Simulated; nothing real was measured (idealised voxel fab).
Process module, titled voxel released beams
In the cross-section labelled cut, the width is 145 nm and each square cell is 5 nm.
Cross-section = grid of square cells, listed top down in bands; band = one or more rows. Each band's line starts with the height of the band's top and of its bottom, in nm. Then come its materials from left to right, each with its width in nm. One material with "edge to edge" fills the band from edge to edge. "empty" is empty space. Heights are reckoned from 0. Under this level, the received wafer is all of one material. The bottommost band is open-ended downward, for example "z 0 and below". Quick explanation for "30..40": the width changes in equal steps down the rows of cells, from the first number in the band's top row to the second number in its bottom row. What does "nothing changed" mean for a step? It means no cell of the cross-section changed in that step. Closed empty spaces (no open way to the top) of 8 cells or more are what "Voids lacking openings" lists, each as width x height at distance from the left edge, nm for all three. Formally, on a step line, whatever follows the settings is a remark that the simulator itself makes on the step. What "overlay nm" on a step's line means: if the step has a mask, that mask lay this far to the right of its planned place, or, when the value is negative, to the left.

Steps planned for the process
1) RECEIVE | material Si
2) CONFORMAL_DEP | material Al2O3 | thk nm 5
3) DIRECTIONAL_DEP | material SiO2 | thk nm 15
4) PATTERN | tone open | mask id ANCHOR | material resist | width nm 45 | thk nm 15 | overlay nm 0
5) DIRECTIONAL_ETCH | etch materials SiO2 | depth nm 15
6) STRIP | etch materials resist
7) CONFORMAL_DEP | material W | thk nm 15
8) MASKED_ETCH | tone cover | mask id BEAM | width nm 95 | etch materials W | depth nm 15 | overlay nm 0
9) STRIP | etch materials SiO2

Here's what the wafer looked like in cross-section when it arrived - that's after step 1
> z 0 and below  Si edge to edge
> Voids lacking openings: none

First of two wafers, end-of-module section, run followed plan
> z 35 to 20  20 empty, 20 W, 15 empty, 60 W, 30 empty
> z 20 to 5  25 empty, 45 W, 75 empty
> z 5 to 0  Al2O3 edge to edge
> z 0 and below  Si edge to edge
> Voids lacking openings: none

Cross-section, second wafer: same start as the first, same plan as the first, one mistake in running it; taken at the end of the module
> z 35 to 20  20 empty, 25 W, 5 empty, 65 W, 30 empty
> z 20 to 5  30 empty, 35 W, 80 empty
> z 5 to 0  Al2O3 edge to edge
> z 0 and below  Si edge to edge
> Voids lacking openings: none
Diagnosis: step 4 ran differently from the plan; actual operation with settings: PATTERN | tone open | mask id ANCHOR | material resist | width nm 35 | thk nm 15 | overlay nm 0
At the end, each material covers as many cells on the second wafer as it does on the first, though the cells it covers are elsewhere.
